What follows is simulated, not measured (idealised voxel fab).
Process module under the name voxel double patterning
Square cells of 5 nm make up the cross-section cut, whose width is 145 nm.
Cross-section spec: square-cell grid; bands listed top down; each band is one or more rows.
Top height, bottom height, nm. Materials left to right, width each, nm. Single material + "all across" = fills band edge to edge. "air" = empty.
Heads up on the height convention: 0 is the point under which the incoming wafer is all one material, and the lowest band has no bottom, it just keeps going down, like "0 nm and below".
It should be noted that a width expressed as "30..40" varies in equal increments from row to row of cells within the band, taking the value of the first number at the top row and that of the second number at the bottom row.
A step reported as "no change occurred" is a step in which no cell of the cross-section changed.
"Entrapped void list" specifies each empty space that is not open to the top and that occupies no fewer than 8 cells, using the form width x height at distance, the distance measured from the left edge and all three quantities in nm.
On a step's line, text after the settings is the simulator commenting on that step.
Regarding "overlay nm": on a step with a mask, it is the distance the mask lay to the right of its planned place; a negative value places it to the left.
### plan
1 RECEIVE: material Si
2 CONFORMAL_DEP: material SiO2, thk nm 10
3 DIRECTIONAL_DEP: material W, thk nm 15
4 DIRECTIONAL_DEP: material SiN, thk nm 5
5 DIRECTIONAL_DEP: material aC, thk nm 15
6 PATTERN: tone open, mask id FIRST, material resist, width nm 15, pitch nm 50, thk nm 30, overlay nm -15
7 DIRECTIONAL_ETCH: etch materials aC, depth nm 15
8 STRIP: etch materials resist
9 DIRECTIONAL_ETCH: etch materials SiN, depth nm 5
10 STRIP: etch materials aC
11 DIRECTIONAL_DEP: material aC, thk nm 15
12 PATTERN: tone open, mask id SECOND, material resist, width nm 15, thk nm 30, overlay nm 0
13 DIRECTIONAL_ETCH: etch materials aC, depth nm 15
14 STRIP: etch materials resist
15 DIRECTIONAL_ETCH: etch materials SiN, depth nm 5
16 STRIP: etch materials aC
17 DIRECTIONAL_ETCH: etch materials W, depth nm 15
18 STRIP: etch materials SiN
Quick note for whoever runs this: the wafers start identical, but the overlay nm at step 6 isn't the same across them. The plan just shows what the first wafer had.
### Received condition of the first of several wafers, sectioned: post-step 1
	0 nm and below | Si all across
	Entrapped void list: none
### End of module, by wafer: material-by-material cell gain (+) or loss (-) since receipt, then closed voids
overlay nm -15, +58 SiO2, +63 W, Entrapped void list: none
overlay nm -10, +58 SiO2, +60 W, Entrapped void list: none
overlay nm -5, +58 SiO2, +60 W, Entrapped void list: none
overlay nm 0, +58 SiO2, +60 W, Entrapped void list: none
overlay nm 5, +58 SiO2, +60 W, Entrapped void list: none
overlay nm 10, +58 SiO2, +60 W, Entrapped void list: none
overlay nm 15, +58 SiO2, +63 W, Entrapped void list: none
